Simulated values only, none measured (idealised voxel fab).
Process module name: voxel ribs on slabs
The figure presents cross-section cut, which has a width of 275 nm and is divided into square cells with an edge length of 5 nm.
When this document writes out a cross-section, it uses a grid of square cells and lists it as bands, beginning at the top and moving down, with a band standing for one or more rows of cells.
Read a band's entry like this: the first values are the height of its top and the height of its bottom in nm, and what follows is the sequence of materials from left to right, each with its width in nm. Note that "empty" is empty space, and that a single material marked "all across" reaches across the band from edge to edge.
For the purposes of this specification, 0 denotes the height below which the wafer in its as-received condition is composed wholly of one material, and the lowermost band, lacking a lower limit, extends downward without end, as expressed in "0 down".
Width "30 to 40": first value at the band's top row of cells, second value at its bottom row, equal change from row to row.
"remains unaltered" -> step changed no cross-section cell.
Reported under the label "Enclosed void list" are the empty spaces having no open way to the top and comprising 8 cells or more; the notation for each is width x height at distance, in which the distance is measured from the left edge and all three values are in nm.
That trailing text on a step's line, after the settings, is the simulator's own remark on the step.
"overlay nm" on a masked step: distance the mask lay right of its planned place, negative for left.
Here's what the planned process steps look like:
1. RECEIVE, material Si
2. DIRECTIONAL_DEP, material SiO2, thk nm 20
3. DIRECTIONAL_DEP, material SiN, thk nm 20
4. MASKED_ETCH, tone cover, mask id RIB, width nm 25, etch materials SiN, depth nm 10, overlay nm 0
5. MASKED_ETCH, tone cover, mask id SLAB, width nm 55, etch materials SiN, depth nm 10, overlay nm 0
6. FILL_DEP, material SiO2, thk nm 25
7. CMP, height nm 60
8. DIRECTIONAL_DEP, material TiN, thk nm 5
9. PATTERN, tone cover, mask id HEATER, material resist, width nm 35, thk nm 20, overlay nm 0
10. DIRECTIONAL_ETCH, etch materials TiN, depth nm 5
11. STRIP, etch materials resist
12. CONFORMAL_DEP, material SiN, thk nm 10
As received, after step 1:
0 down | Si all across
Enclosed void list: none
The module was run from the start shown above using the plan shown above, but one mistake was made doing it; the resulting wafer cross-section is below:
75 to 70 | 110 nm empty | 55 nm SiN | 110 nm empty
70 to 65 | SiN all across
65 to 60 | 120 nm SiN | 35 nm TiN | 120 nm SiN
60 to 40 | SiO2 all across
40 to 30 | 120 nm SiO2 | 25 nm SiN | 130 nm SiO2
30 to 20 | 110 nm SiO2 | 55 nm SiN | 110 nm SiO2
20 to 0 | SiO2 all across
0 down | Si all across
Enclosed void list: none
Run error: step 4 ran differently from the plan; actual operation with settings: MASKED_ETCH, tone cover, mask id RIB, width nm 25, etch materials SiN, depth nm 10, overlay nm -5
